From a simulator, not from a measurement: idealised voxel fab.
process module | voxel transistor to metal
cross-section cut | 150 nm wide | cells 5 nm
A cross-section is a grid of square cells, given in bands from the top down. A band is one or more rows of cells.
Each band's line starts with the height of the band's top and of its bottom, in nm. Then come its materials from left to right, each with its width in nm. One material with "throughout" fills the band from edge to edge. "air" is empty space.
Height 0 is the level under which the wafer as received is all one material. The lowest band goes on downwards, as in "0 down".
A width such as "30 to 40" changes by the same amount from each row of cells to the next, from the band's top row to its bottom row.
"no change" after a step means that no cell of the cross-section changed.
closed voids: empty space of 8 cells or more with no open way to the top, each as width x height at its distance from the left edge, in nm
after a step's settings: what the simulator itself notes on the step
overlay nm, on a step with a mask: how far to the right of its planned place the mask lay; to the left if negative
Each pair below shows a cross-section before one step and the cross-section after it, down to the lowest band that changed. The line under each pair gives the step between them, with its settings. The pairs can come from different runs of this module on the same starting wafer, so a pair continues from the pair above only where its "before" says so.
before
  105 to 95: aC 30 | air 15 | aC 55 | air 15 | aC 35
  95 to 60: SiO2 30 | air 15 | SiO2 55 | air 15 | SiO2 35
  60 to 55: SiCN throughout
  55 to 40: lowk 25 | SiCN 5 | Ru 15 | SiCN 5 | lowk 45 | SiCN 5 | Ru 15 | SiCN 5 | lowk 30
  40 to 35: SiCN 30 | TiN 15 | SiCN 55 | TiN 15 | SiCN 35
  35 to 25: SiO2 30 | TiN 5 | W 20 to 15 | TiN 5 to 10 | SiO2 25 | TiN 5 to 10 | W 20 to 15 | TiN 5 | SiO2 35
  25 to 15: SiO2 30 | TiN 5 | W 15 to 10 | TiN 5 to 10 | SiN 10 | SiCN 15 | SiN 10 | TiN 5 to 10 | W 15 to 10 | TiN 5 | SiO2 35
  15 to 0: SiO2 30 | TiN 5 | W 10 | TiN 5 | SiN 10 | SiO2 5 | polySi 15 | SiO2 5 | SiN 10 | TiN 5 | W 10 | TiN 5 | SiO2 35
  0 to -5: SiO2 30 | TiN 5 | W 5 | TiN 10 | SiN 10 | SiO2 5 | polySi 15 | SiO2 5 | SiN 10 | TiN 10 | W 5 | TiN 5 | SiO2 35
  -5 to -10: SiO2 30 | TiN 15 | SiGe 5 | SiN 10 | SiO2 25 | SiN 10 | SiGe 5 | TiN 15 | SiO2 35
  -10 to -15: SiO2 10 | SiN 10 | SiGe 30 | Si 45 | SiGe 30 | SiN 10 | SiO2 15
  -15 to -30: SiO2 20 | Si 105 | SiO2 25
  -30 down: Si throughout
  closed voids: none
after
  105 to 95: aC 30 | air 15 | aC 55 | air 15 | aC 35
  95 to 60: SiO2 30 | air 15 | SiO2 55 | air 15 | SiO2 35
  60 to 55: SiCN 30 | air 15 | SiCN 55 | air 15 | SiCN 35
  below 55: unchanged
  closed voids: none
the step between: op DIRECTIONAL_ETCH | etch materials SiCN | depth nm 5
before: the cross-section after the pair above
after
  95 to 60: SiO2 30 | air 15 | SiO2 55 | air 15 | SiO2 35
  below 60: unchanged
  closed voids: none
the step between: op STRIP | etch materials aC
before: the cross-section after the pair above
after
  100 to 95: TiN 35 | air 5 | TiN 65 | air 5 | TiN 40
  95 to 60: SiO2 30 | TiN 5 | air 5 | TiN 5 | SiO2 55 | TiN 5 | air 5 | TiN 5 | SiO2 35
  60 to 55: SiCN 30 | TiN 15 | SiCN 55 | TiN 15 | SiCN 35
  below 55: unchanged
  closed voids: none
the step between: op CONFORMAL_DEP | material TiN | thk nm 5
before: the cross-section after the pair above
after
  105 to 100: Cu throughout
  100 to 95: TiN 35 | Cu 5 | TiN 65 | Cu 5 | TiN 40
  95 to 60: SiO2 30 | TiN 5 | Cu 5 | TiN 5 | SiO2 55 | TiN 5 | Cu 5 | TiN 5 | SiO2 35
  below 60: unchanged
  closed voids: none
the step between: op FILL_DEP | material Cu | thk nm 5
before: the cross-section after the pair above
after
  95 to 60: SiO2 30 | TiN 5 | Cu 5 | TiN 5 | SiO2 55 | TiN 5 | Cu 5 | TiN 5 | SiO2 35
  below 60: unchanged
  closed voids: none
the step between: op CMP | height nm 95
before: the cross-section after the pair above
after
  100 to 95: SiCN throughout
  below 95: unchanged
  closed voids: none
the step between: op CONFORMAL_DEP | material SiCN | thk nm 5
before
  105 to 95: aC 30 | air 15 | aC 55 | air 15 | aC 35
  95 to 85: SiO2 30 | air 15 | SiO2 55 | air 15 | SiO2 35
  85 to 75: SiO2 30 | aC 15 | SiO2 55 | aC 15 | SiO2 35
  75 to 60: SiO2 throughout
  60 to 55: SiCN throughout
  55 to 40: lowk 25 | SiCN 5 | Ru 15 | SiCN 5 | lowk 45 | SiCN 5 | Ru 15 | SiCN 5 | lowk 30
  40 to 35: SiCN 30 | TiN 15 | SiCN 55 | TiN 15 | SiCN 35
  35 to 25: SiO2 30 | TiN 5 | W 20 to 10 | TiN 5 to 15 | SiO2 25 | TiN 5 to 15 | W 20 to 10 | TiN 5 | SiO2 35
  25 to 15: SiO2 30 | TiN 5 | W 10 | TiN 5 | SiN 10 | SiO2 5 | SiCN 15 | SiO2 5 | SiN 10 | TiN 5 | W 10 | TiN 5 | SiO2 35
  15 to 0: SiO2 30 | TiN 5 | W 10 | TiN 5 | SiN 10 | SiO2 5 | polySi 15 | SiO2 5 | SiN 10 | TiN 5 | W 10 | TiN 5 | SiO2 35
  0 to -5: SiO2 30 | TiN 5 | W 5 | TiN 10 | SiN 10 | SiO2 5 | polySi 15 | SiO2 5 | SiN 10 | TiN 10 | W 5 | TiN 5 | SiO2 35
  -5 to -10: SiO2 30 | TiN 15 | SiGe 5 | SiO2 45 | SiGe 5 | TiN 15 | SiO2 35
  -10 to -15: SiO2 20 | SiGe 30 | Si 45 | SiGe 30 | SiO2 25
  -15 to -30: SiO2 20 | Si 105 | SiO2 25
  -30 down: Si throughout
  closed voids: none
after
  135 to 105: resist 30 | air 20 | resist 50 | air 20 | resist 30
  below 105: unchanged
  closed voids: none
the step between: op PATTERN | tone open | mask id METAL_2_HOLES | material resist | width nm 20 | pitch nm 70 | thk nm 30 | overlay nm 0
before: the cross-section after the pair above
after
  125 to 105: resist 30 | air 20 | resist 50 | air 20 | resist 30
  105 to 95: aC 30 | air 20 | aC 50 | air 20 | aC 30
  95 to 75: SiO2 30 | air 15 | SiO2 55 | air 15 | SiO2 35
  below 75: unchanged
  closed voids: none
the step between: op DIRECTIONAL_ETCH | etch materials aC | depth nm 10
before: the cross-section after the pair above
after
  105 to 95: aC 30 | air 20 | aC 50 | air 20 | aC 30
  below 95: unchanged
  closed voids: none
the step between: op STRIP | etch materials resist
before: the cross-section after the pair above
after
  105 to 95: aC 30 | air 20 | aC 50 | air 20 | aC 30
  95 to 80: SiO2 30 | air 20 | SiO2 50 | air 20 | SiO2 30
  80 to 60: SiO2 30 | air 15 | SiO2 55 | air 15 | SiO2 35
  below 60: unchanged
  closed voids: none
the step between: op DIRECTIONAL_ETCH | etch materials SiO2 | depth nm 15
before: the cross-section after the pair above
after
  105 to 95: aC 30 | air 20 | aC 50 | air 20 | aC 30
  95 to 80: SiO2 30 | air 20 | SiO2 50 | air 20 | SiO2 30
  80 to 60: SiO2 30 | air 15 | SiO2 55 | air 15 | SiO2 35
  60 to 55: SiCN 30 | air 15 | SiCN 55 | air 15 | SiCN 35
  below 55: unchanged
  closed voids: none
the step between: op DIRECTIONAL_ETCH | etch materials SiCN | depth nm 5
before: the cross-section after the pair above
after
  95 to 80: SiO2 30 | air 20 | SiO2 50 | air 20 | SiO2 30
  below 80: unchanged
  closed voids: none
the step between: op STRIP | etch materials aC
before: the cross-section after the pair above
after
  100 to 95: TiN 35 | air 10 | TiN 60 | air 10 | TiN 35
  95 to 85: SiO2 30 | TiN 5 | air 10 | TiN 5 | SiO2 50 | TiN 5 | air 10 | TiN 5 | SiO2 30
  85 to 80: SiO2 30 | TiN 5 | air 5 | TiN 10 | SiO2 50 | TiN 5 | air 5 | TiN 10 | SiO2 30
  80 to 60: SiO2 30 | TiN 5 | air 5 | TiN 5 | SiO2 55 | TiN 5 | air 5 | TiN 5 | SiO2 35
  60 to 55: SiCN 30 | TiN 15 | SiCN 55 | TiN 15 | SiCN 35
  below 55: unchanged
  closed voids: none
the step between: op CONFORMAL_DEP | material TiN | thk nm 5
before: the cross-section after the pair above
after
  105 to 100: Cu throughout
  100 to 95: TiN 35 | Cu 10 | TiN 60 | Cu 10 | TiN 35
  95 to 85: SiO2 30 | TiN 5 | Cu 10 | TiN 5 | SiO2 50 | TiN 5 | Cu 10 | TiN 5 | SiO2 30
  85 to 80: SiO2 30 | TiN 5 | Cu 5 | TiN 10 | SiO2 50 | TiN 5 | Cu 5 | TiN 10 | SiO2 30
  80 to 60: SiO2 30 | TiN 5 | Cu 5 | TiN 5 | SiO2 55 | TiN 5 | Cu 5 | TiN 5 | SiO2 35
  below 60: unchanged
  closed voids: none
the step between: op FILL_DEP | material Cu | thk nm 5
before: the cross-section after the pair above
after
  95 to 85: SiO2 30 | TiN 5 | Cu 10 | TiN 5 | SiO2 50 | TiN 5 | Cu 10 | TiN 5 | SiO2 30
  below 85: unchanged
  closed voids: none
the step between: op CMP | height nm 95
before: the cross-section after the pair above
after
  100 to 95: SiCN throughout
  below 95: unchanged
  closed voids: none
the step between: op CONFORMAL_DEP | material SiCN | thk nm 5
before
  95 to 60: SiO2 throughout
  60 to 55: SiCN throughout
  55 to 40: lowk 25 | SiCN 5 | Ru 15 | SiCN 5 | lowk 45 | SiCN 5 | Ru 15 | SiCN 5 | lowk 30
  40 to 35: SiCN 30 | TiN 15 | SiCN 55 | TiN 15 | SiCN 35
  35 to 25: SiO2 30 | TiN 5 | W 20 to 10 | TiN 5 to 15 | SiO2 25 | TiN 5 to 15 | W 20 to 10 | TiN 5 | SiO2 35
  25 to 15: SiO2 30 | TiN 5 | W 10 | TiN 5 | SiN 10 | SiO2 5 | SiCN 15 | SiO2 5 | SiN 10 | TiN 5 | W 10 | TiN 5 | SiO2 35
  15 to 0: SiO2 30 | TiN 5 | W 10 | TiN 5 | SiN 10 | SiO2 5 | polySi 15 | SiO2 5 | SiN 10 | TiN 5 | W 10 | TiN 5 | SiO2 35
  0 to -5: SiO2 30 | TiN 5 | W 5 | TiN 10 | SiN 10 | SiO2 5 | polySi 15 | SiO2 5 | SiN 10 | TiN 10 | W 5 | TiN 5 | SiO2 35
  -5 to -10: SiO2 30 | TiN 15 | SiGe 5 | SiO2 45 | SiGe 5 | TiN 15 | SiO2 35
  -10 to -15: SiO2 20 | SiGe 30 | Si 45 | SiGe 30 | SiO2 25
  -15 to -30: SiO2 20 | Si 105 | SiO2 25
  -30 down: Si throughout
  closed voids: none
after
  115 to 95: resist 20 | air 15 | resist 55 | air 15 | resist 45
  below 95: unchanged
  closed voids: none
the step between: op PATTERN | tone open | mask id METAL_2 | material resist | width nm 15 | pitch nm 70 | thk nm 20 | overlay nm -10
before: the cross-section after the pair above
after
  115 to 95: resist 20 | air 15 | resist 55 | air 15 | resist 45
  95 to 75: SiO2 20 | air 15 | SiO2 55 | air 15 | SiO2 45
  below 75: unchanged
  closed voids: none
the step between: op DIRECTIONAL_ETCH | etch materials SiO2 | depth nm 20
before: the cross-section after the pair above
after
  95 to 75: SiO2 20 | air 15 | SiO2 55 | air 15 | SiO2 45
  below 75: unchanged
  closed voids: none
the step between: op STRIP | etch materials resist
before: the cross-section after the pair above
after
  105 to 95: aC 20 | air 15 | aC 55 | air 15 | aC 45
  95 to 85: SiO2 20 | air 15 | SiO2 55 | air 15 | SiO2 45
  85 to 75: SiO2 20 | aC 15 | SiO2 55 | aC 15 | SiO2 45
  below 75: unchanged
  closed voids: none
the step between: op DIRECTIONAL_DEP | material aC | thk nm 10
before: the cross-section after the pair above
after
  135 to 105: resist 30 | air 15 | resist 55 | air 15 | resist 35
  105 to 95: aC 20 | resist 10 | air 5 | aC 55 | resist 10 | air 5 | aC 45
  95 to 85: SiO2 20 | resist 10 | air 5 | SiO2 55 | resist 10 | air 5 | SiO2 45
  below 85: unchanged
  closed voids: none
the step between: op PATTERN | tone open | mask id METAL_2_HOLES | material resist | width nm 15 | pitch nm 70 | thk nm 30 | overlay nm 0
before: the cross-section after the pair above
after
  125 to 105: resist 30 | air 15 | resist 55 | air 15 | resist 35
  105 to 95: aC 20 | resist 10 | air 15 | aC 45 | resist 10 | air 15 | aC 35
  95 to 85: SiO2 20 | resist 10 | air 5 | SiO2 55 | resist 10 | air 5 | SiO2 45
  85 to 75: SiO2 20 | aC 10 | air 5 | SiO2 55 | aC 10 | air 5 | SiO2 45
  below 75: unchanged
  closed voids: none
the step between: op DIRECTIONAL_ETCH | etch materials aC | depth nm 10
before: the cross-section after the pair above
after
  105 to 95: aC 20 | air 25 | aC 45 | air 25 | aC 35
  95 to 85: SiO2 20 | air 15 | SiO2 55 | air 15 | SiO2 45
  below 85: unchanged
  closed voids: none
the step between: op STRIP | etch materials resist
before: the cross-section after the pair above
after
  105 to 95: aC 20 | air 25 | aC 45 | air 25 | aC 35
  95 to 85: SiO2 20 | air 25 | SiO2 45 | air 25 | SiO2 35
  85 to 75: SiO2 20 | aC 10 | air 15 to 5 | SiO2 45 to 55 | aC 10 | air 15 to 5 | SiO2 35 to 45
  75 to 60: SiO2 30 | air 5 | SiO2 65 | air 5 | SiO2 45
  below 60: unchanged
  closed voids: none
the step between: op DIRECTIONAL_ETCH | etch materials SiO2 | depth nm 15
before: the cross-section after the pair above
after
  105 to 95: aC 20 | air 25 | aC 45 | air 25 | aC 35
  95 to 85: SiO2 20 | air 25 | SiO2 45 | air 25 | SiO2 35
  85 to 75: SiO2 20 | aC 10 | air 15 to 5 | SiO2 45 to 55 | aC 10 | air 15 to 5 | SiO2 35 to 45
  75 to 60: SiO2 30 | air 5 | SiO2 65 | air 5 | SiO2 45
  60 to 55: SiCN 30 | air 5 | SiCN 65 | air 5 | SiCN 45
  below 55: unchanged
  closed voids: none
the step between: op DIRECTIONAL_ETCH | etch materials SiCN | depth nm 5
before: the cross-section after the pair above
after
  95 to 80: SiO2 20 | air 25 | SiO2 45 | air 25 | SiO2 35
  80 to 75: SiO2 20 | air 15 | SiO2 55 | air 15 | SiO2 45
  below 75: unchanged
  closed voids: none
the step between: op STRIP | etch materials aC
before: the cross-section after the pair above
after
  100 to 95: TiN 25 | air 15 | TiN 55 | air 15 | TiN 40
  95 to 85: SiO2 20 | TiN 5 | air 15 | TiN 5 | SiO2 45 | TiN 5 | air 15 | TiN 5 | SiO2 35
  85 to 80: SiO2 20 | TiN 5 | air 5 | TiN 15 | SiO2 45 | TiN 5 | air 5 | TiN 15 | SiO2 35
  80 to 75: SiO2 20 | TiN 15 | SiO2 55 | TiN 15 | SiO2 45
  75 to 60: SiO2 30 | TiN 5 | SiO2 65 | TiN 5 | SiO2 45
  60 to 55: SiCN 30 | TiN 5 | SiCN 65 | TiN 5 | SiCN 45
  below 55: unchanged
  closed voids: none
the step between: op CONFORMAL_DEP | material TiN | thk nm 5
before: the cross-section after the pair above
after
  105 to 100: Cu throughout
  100 to 95: TiN 25 | Cu 15 | TiN 55 | Cu 15 | TiN 40
  95 to 85: SiO2 20 | TiN 5 | Cu 15 | TiN 5 | SiO2 45 | TiN 5 | Cu 15 | TiN 5 | SiO2 35
  85 to 80: SiO2 20 | TiN 5 | Cu 5 | TiN 15 | SiO2 45 | TiN 5 | Cu 5 | TiN 15 | SiO2 35
  below 80: unchanged
  closed voids: none
the step between: op FILL_DEP | material Cu | thk nm 5
before: the cross-section after the pair above
after
  95 to 85: SiO2 20 | TiN 5 | Cu 15 | TiN 5 | SiO2 45 | TiN 5 | Cu 15 | TiN 5 | SiO2 35
  below 85: unchanged
  closed voids: none
the step between: op CMP | height nm 95
before: the cross-section after the pair above
after
  100 to 95: SiCN throughout
  below 95: unchanged
  closed voids: none
the step between: op CONFORMAL_DEP | material SiCN | thk nm 5
before
  35 to 25: SiO2 30 | TiN 5 | W 20 to 10 | TiN 5 to 15 | SiO2 25 | TiN 5 to 15 | W 20 to 10 | TiN 5 | SiO2 35
  25 to 15: SiO2 30 | TiN 5 | W 10 | TiN 5 | SiN 10 | SiO2 5 | SiCN 15 | SiO2 5 | SiN 10 | TiN 5 | W 10 | TiN 5 | SiO2 35
  15 to 0: SiO2 30 | TiN 5 | W 10 | TiN 5 | SiN 10 | SiO2 5 | polySi 15 | SiO2 5 | SiN 10 | TiN 5 | W 10 | TiN 5 | SiO2 35
  0 to -5: SiO2 30 | TiN 5 | W 5 | TiN 10 | SiN 10 | SiO2 5 | polySi 15 | SiO2 5 | SiN 10 | TiN 10 | W 5 | TiN 5 | SiO2 35
  -5 to -10: SiO2 30 | TiN 15 | SiGe 5 | SiO2 45 | SiGe 5 | TiN 15 | SiO2 35
  -10 to -15: SiO2 20 | SiGe 30 | Si 45 | SiGe 30 | SiO2 25
  -15 to -30: SiO2 20 | Si 105 | SiO2 25
  -30 down: Si throughout
  closed voids: none
after
  40 to 35: SiCN throughout
  below 35: unchanged
  closed voids: none
the step between: op DIRECTIONAL_DEP | material SiCN | thk nm 5
before: the cross-section after the pair above
after
  55 to 40: Ru throughout
  below 40: unchanged
  closed voids: none
the step between: op DIRECTIONAL_DEP | material Ru | thk nm 15
before: the cross-section after the pair above
after
  75 to 55: air 30 | resist 15 | air 55 | resist 15 | air 35
  below 55: unchanged
  closed voids: none
the step between: op PATTERN | tone cover | mask id METAL_1 | material resist | width nm 15 | pitch nm 70 | thk nm 20 | overlay nm 0
before: the cross-section after the pair above
after
  75 to 55: air 30 | resist 15 | air 55 | resist 15 | air 35
  55 to 40: air 30 | Ru 15 | air 55 | Ru 15 | air 35
  below 40: unchanged
  closed voids: none
the step between: op DIRECTIONAL_ETCH | etch materials Ru | depth nm 15
before: the cross-section after the pair above
after
  55 to 40: air 30 | Ru 15 | air 55 | Ru 15 | air 35
  below 40: unchanged
  closed voids: none
the step between: op STRIP | etch materials resist
before: the cross-section after the pair above
after
  60 to 55: air 25 | SiCN 25 | air 45 | SiCN 25 | air 30
  55 to 45: air 25 | SiCN 5 | Ru 15 | SiCN 5 | air 45 | SiCN 5 | Ru 15 | SiCN 5 | air 30
  45 to 40: SiCN 30 | Ru 15 | SiCN 55 | Ru 15 | SiCN 35
  below 40: unchanged
  closed voids: none
the step between: op CONFORMAL_DEP | material SiCN | thk nm 5
before: the cross-section after the pair above
after
  70 to 60: lowk throughout
  60 to 55: lowk 25 | SiCN 25 | lowk 45 | SiCN 25 | lowk 30
  55 to 45: lowk 25 | SiCN 5 | Ru 15 | SiCN 5 | lowk 45 | SiCN 5 | Ru 15 | SiCN 5 | lowk 30
  below 45: unchanged
  closed voids: none
the step between: op FILL_DEP | material lowk | thk nm 10
before: the cross-section after the pair above
after
  55 to 45: lowk 25 | SiCN 5 | Ru 15 | SiCN 5 | lowk 45 | SiCN 5 | Ru 15 | SiCN 5 | lowk 30
  below 45: unchanged
  closed voids: none
the step between: op CMP | height nm 55
before: the cross-section after the pair above
after
  60 to 55: SiCN throughout
  below 55: unchanged
  closed voids: none
the step between: op CONFORMAL_DEP | material SiCN | thk nm 5
before: the cross-section after the pair above
after
  95 to 60: SiO2 throughout
  below 60: unchanged
  closed voids: none
the step between: op DIRECTIONAL_DEP | material SiO2 | thk nm 35
before: the cross-section after the pair above
after
  115 to 95: resist 30 | air 15 | resist 55 | air 15 | resist 35
  below 95: unchanged
  closed voids: none
the step between: op PATTERN | tone open | mask id METAL_2 | material resist | width nm 15 | pitch nm 70 | thk nm 20 | overlay nm 0
before: the cross-section after the pair above
after
  115 to 95: resist 30 | air 15 | resist 55 | air 15 | resist 35
  95 to 75: SiO2 30 | air 15 | SiO2 55 | air 15 | SiO2 35
  below 75: unchanged
  closed voids: none
the step between: op DIRECTIONAL_ETCH | etch materials SiO2 | depth nm 20
before: the cross-section after the pair above
after
  95 to 75: SiO2 30 | air 15 | SiO2 55 | air 15 | SiO2 35
  below 75: unchanged
  closed voids: none
the step between: op STRIP | etch materials resist
before: the cross-section after the pair above
after
  105 to 95: aC 30 | air 15 | aC 55 | air 15 | aC 35
  95 to 85: SiO2 30 | air 15 | SiO2 55 | air 15 | SiO2 35
  85 to 75: SiO2 30 | aC 15 | SiO2 55 | aC 15 | SiO2 35
  below 75: unchanged
  closed voids: none
the step between: op DIRECTIONAL_DEP | material aC | thk nm 10
before: the cross-section after the pair above
after
  135 to 105: resist 30 | air 15 | resist 55 | air 15 | resist 35
  below 105: unchanged
  closed voids: none
the step between: op PATTERN | tone open | mask id METAL_2_HOLES | material resist | width nm 15 | pitch nm 70 | thk nm 30 | overlay nm 0
before: the cross-section after the pair above
after
  125 to 105: resist 30 | air 15 | resist 55 | air 15 | resist 35
  105 to 95: aC 30 | air 15 | aC 55 | air 15 | aC 35
  95 to 75: SiO2 30 | air 15 | SiO2 55 | air 15 | SiO2 35
  below 75: unchanged
  closed voids: none
the step between: op DIRECTIONAL_ETCH | etch materials aC | depth nm 10
before: the cross-section after the pair above
after
  105 to 95: aC 30 | air 15 | aC 55 | air 15 | aC 35
  below 95: unchanged
  closed voids: none
the step between: op STRIP | etch materials resist
before: the cross-section after the pair above
after
  105 to 95: aC 30 | air 15 | aC 55 | air 15 | aC 35
  95 to 60: SiO2 30 | air 15 | SiO2 55 | air 15 | SiO2 35
  below 60: unchanged
  closed voids: none
the step between: op DIRECTIONAL_ETCH | etch materials SiO2 | depth nm 15
before: the cross-section after the pair above
after
  105 to 95: aC 30 | air 15 | aC 55 | air 15 | aC 35
  95 to 60: SiO2 30 | air 15 | SiO2 55 | air 15 | SiO2 35
  60 to 55: SiCN 30 | air 15 | SiCN 55 | air 15 | SiCN 35
  below 55: unchanged
  closed voids: none
the step between: op DIRECTIONAL_ETCH | etch materials SiCN | depth nm 5
before: the cross-section after the pair above
after
  95 to 60: SiO2 30 | air 15 | SiO2 55 | air 15 | SiO2 35
  below 60: unchanged
  closed voids: none
the step between: op STRIP | etch materials aC
before: the cross-section after the pair above
after
  100 to 95: TiN 35 | air 5 | TiN 65 | air 5 | TiN 40
  95 to 60: SiO2 30 | TiN 5 | air 5 | TiN 5 | SiO2 55 | TiN 5 | air 5 | TiN 5 | SiO2 35
  60 to 55: SiCN 30 | TiN 15 | SiCN 55 | TiN 15 | SiCN 35
  below 55: unchanged
  closed voids: none
the step between: op CONFORMAL_DEP | material TiN | thk nm 5
before: the cross-section after the pair above
after
  105 to 100: Cu throughout
  100 to 95: TiN 35 | Cu 5 | TiN 65 | Cu 5 | TiN 40
  95 to 60: SiO2 30 | TiN 5 | Cu 5 | TiN 5 | SiO2 55 | TiN 5 | Cu 5 | TiN 5 | SiO2 35
  below 60: unchanged
  closed voids: none
the step between: op FILL_DEP | material Cu | thk nm 5
before: the cross-section after the pair above
after
  95 to 60: SiO2 30 | TiN 5 | Cu 5 | TiN 5 | SiO2 55 | TiN 5 | Cu 5 | TiN 5 | SiO2 35
  below 60: unchanged
  closed voids: none
the step between: op CMP | height nm 95
before: the cross-section after the pair above
after
  100 to 95: SiCN throughout
  below 95: unchanged
  closed voids: none
the step between: op CONFORMAL_DEP | material SiCN | thk nm 5
before
  25 to 15: SiCN throughout
  15 to -5: polySi throughout
  -5 to -10: SiO2 throughout
  -10 to -30: SiO2 20 | Si 105 | SiO2 25
  -30 down: Si throughout
  closed voids: none
after
  40 to 25: resist 65 | air 15 | resist 70
  below 25: unchanged
  closed voids: none
the step between: op PATTERN | tone open | mask id GATE | material resist | width nm 15 | thk nm 15 | overlay nm 0
before: the cross-section after the pair above
after
  40 to 25: resist 65 | air 15 | resist 70
  25 to 15: SiCN 65 | air 15 | SiCN 70
  below 15: unchanged
  closed voids: none
the step between: op DIRECTIONAL_ETCH | etch materials SiCN | depth nm 20
before: the cross-section after the pair above
after
  40 to 25: resist 65 | air 15 | resist 70
  25 to 15: SiCN 65 | air 15 | SiCN 70
  15 to -5: polySi 65 | air 15 | polySi 70
  below -5: unchanged
  closed voids: none
the step between: op DIRECTIONAL_ETCH | etch materials polySi | depth nm 30
before: the cross-section after the pair above
after
  25 to 15: SiCN 65 | air 15 | SiCN 70
  below 15: unchanged
  closed voids: none
the step between: op STRIP | etch materials resist
before: the cross-section after the pair above
after
  30 to 25: SiO2 70 | air 5 | SiO2 75
  25 to 15: SiCN 65 | SiO2 5 | air 5 | SiO2 5 | SiCN 70
  15 to 0: polySi 65 | SiO2 5 | air 5 | SiO2 5 | polySi 70
  0 to -5: polySi 65 | SiO2 15 | polySi 70
  below -5: unchanged
  closed voids: none
the step between: op CONFORMAL_DEP | material SiO2 | thk nm 5
before: the cross-section after the pair above
after
  25 to 15: SiCN 65 | SiO2 5 | air 5 | SiO2 5 | SiCN 70
  15 to -5: polySi 65 | SiO2 5 | air 5 | SiO2 5 | polySi 70
  below -5: unchanged
  closed voids: none
the step between: op DIRECTIONAL_ETCH | etch materials SiO2 | depth nm 5
before: the cross-section after the pair above
after
  35 to 25: SiN throughout
  25 to 15: SiCN 65 | SiO2 5 | SiN 5 | SiO2 5 | SiCN 70
  15 to -5: polySi 65 | SiO2 5 | SiN 5 | SiO2 5 | polySi 70
  below -5: unchanged
  closed voids: none
the step between: op CONFORMAL_DEP | material SiN | thk nm 10
before: the cross-section after the pair above
after
  25 to 15: SiCN 65 | SiO2 5 | SiN 5 | SiO2 5 | SiCN 70
  below 15: unchanged
  closed voids: none
the step between: op DIRECTIONAL_ETCH | etch materials SiN | depth nm 10
before: the cross-section after the pair above
after
  25 to 20: SiCN 65 | air 5 | SiN 5 | air 5 | SiCN 70
  below 20: unchanged
  closed voids: none
the step between: op DIRECTIONAL_ETCH | etch materials SiO2 | depth nm 5
before: the cross-section after the pair above
after
  30 to 25: SiO2 throughout
  25 to 15: SiCN 65 | SiO2 5 | SiN 5 | SiO2 5 | SiCN 70
  below 15: unchanged
  closed voids: none
the step between: op FILL_DEP | material SiO2 | thk nm 5
before: the cross-section after the pair above
after
  25 to 15: SiCN 65 | SiO2 5 | SiN 5 | SiO2 5 | SiCN 70
  below 15: unchanged
  closed voids: none
the step between: op CMP | height nm 25
before: the cross-section after the pair above
after
  35 to 25: SiO2 throughout
  below 25: unchanged
  closed voids: none
the step between: op DIRECTIONAL_DEP | material SiO2 | thk nm 10
before: the cross-section after the pair above
after
  50 to 35: aC throughout
  below 35: unchanged
  closed voids: none
the step between: op DIRECTIONAL_DEP | material aC | thk nm 15
before: the cross-section after the pair above
after
  85 to 50: resist 30 | air 30 | resist 25 | air 30 | resist 35
  below 50: unchanged
  closed voids: none
the step between: op PATTERN | tone open | mask id CONTACT | material resist | width nm 30 | pitch nm 55 | thk nm 35 | overlay nm 0
before: the cross-section after the pair above
after
  70 to 50: resist 30 | air 30 | resist 25 | air 30 | resist 35
  50 to 35: aC 30 | air 30 | aC 25 | air 30 | aC 35
  below 35: unchanged
  closed voids: none
the step between: op DIRECTIONAL_ETCH | etch materials aC | depth nm 15
before: the cross-section after the pair above
after
  50 to 35: aC 30 | air 30 | aC 25 | air 30 | aC 35
  below 35: unchanged
  closed voids: none
the step between: op STRIP | etch materials resist
before: the cross-section after the pair above
after
  50 to 35: aC 30 | air 30 | aC 25 | air 30 | aC 35
  35 to 25: SiO2 30 | air 30 | SiO2 25 | air 30 | SiO2 35
  below 25: unchanged
  closed voids: none
the step between: op DIRECTIONAL_ETCH | etch materials SiO2 | depth nm 45
before: the cross-section after the pair above
after
  35 to 25: SiO2 30 | air 30 | SiO2 25 | air 30 | SiO2 35
  below 25: unchanged
  closed voids: none
the step between: op STRIP | etch materials aC
before: the cross-section after the pair above
after
  40 to 35: TiN 35 | air 20 | TiN 35 | air 20 | TiN 40
  35 to 30: SiO2 30 | TiN 5 | air 20 | TiN 5 | SiO2 25 | TiN 5 | air 20 | TiN 5 | SiO2 35
  30 to 25: SiO2 30 | TiN 30 | SiO2 25 | TiN 30 | SiO2 35
  below 25: unchanged
  closed voids: none
the step between: op CONFORMAL_DEP | material TiN | thk nm 5
before: the cross-section after the pair above
after
  45 to 40: W throughout
  40 to 35: TiN 35 | W 20 | TiN 35 | W 20 | TiN 40
  35 to 30: SiO2 30 | TiN 5 | W 20 | TiN 5 | SiO2 25 | TiN 5 | W 20 | TiN 5 | SiO2 35
  below 30: unchanged
  closed voids: none
the step between: op FILL_DEP | material W | thk nm 5
before: the cross-section after the pair above
after
  35 to 30: SiO2 30 | TiN 5 | W 20 | TiN 5 | SiO2 25 | TiN 5 | W 20 | TiN 5 | SiO2 35
  below 30: unchanged
  closed voids: none
the step between: op CMP | height nm 35
before: the cross-section after the pair above
after
  40 to 35: TiN throughout
  below 35: unchanged
  closed voids: none
the step between: op DIRECTIONAL_DEP | material TiN | thk nm 5
before: the cross-section after the pair above
after
  55 to 40: Ru throughout
  below 40: unchanged
  closed voids: none
the step between: op DIRECTIONAL_DEP | material Ru | thk nm 15
before: the cross-section after the pair above
after
  75 to 55: air 30 | resist 15 | air 55 | resist 15 | air 35
  below 55: unchanged
  closed voids: none
the step between: op PATTERN | tone cover | mask id METAL_1 | material resist | width nm 15 | pitch nm 70 | thk nm 20 | overlay nm 0
before: the cross-section after the pair above
after
  75 to 55: air 30 | resist 15 | air 55 | resist 15 | air 35
  55 to 40: air 30 | Ru 15 | air 55 | Ru 15 | air 35
  below 40: unchanged
  closed voids: none
the step between: op DIRECTIONAL_ETCH | etch materials Ru | depth nm 15
before: the cross-section after the pair above
after
  75 to 55: air 30 | resist 15 | air 55 | resist 15 | air 35
  55 to 40: air 30 | Ru 15 | air 55 | Ru 15 | air 35
  40 to 35: air 30 | TiN 15 | air 55 | TiN 15 | air 35
  below 35: unchanged
  closed voids: none
the step between: op DIRECTIONAL_ETCH | etch materials TiN | depth nm 5
before: the cross-section after the pair above
after
  55 to 40: air 30 | Ru 15 | air 55 | Ru 15 | air 35
  below 40: unchanged
  closed voids: none
the step between: op STRIP | etch materials resist
before: the cross-section after the pair above
after
  60 to 55: air 25 | SiCN 25 | air 45 | SiCN 25 | air 30
  55 to 40: air 25 | SiCN 5 | Ru 15 | SiCN 5 | air 45 | SiCN 5 | Ru 15 | SiCN 5 | air 30
  40 to 35: SiCN 30 | TiN 15 | SiCN 55 | TiN 15 | SiCN 35
  below 35: unchanged
  closed voids: none
the step between: op CONFORMAL_DEP | material SiCN | thk nm 5
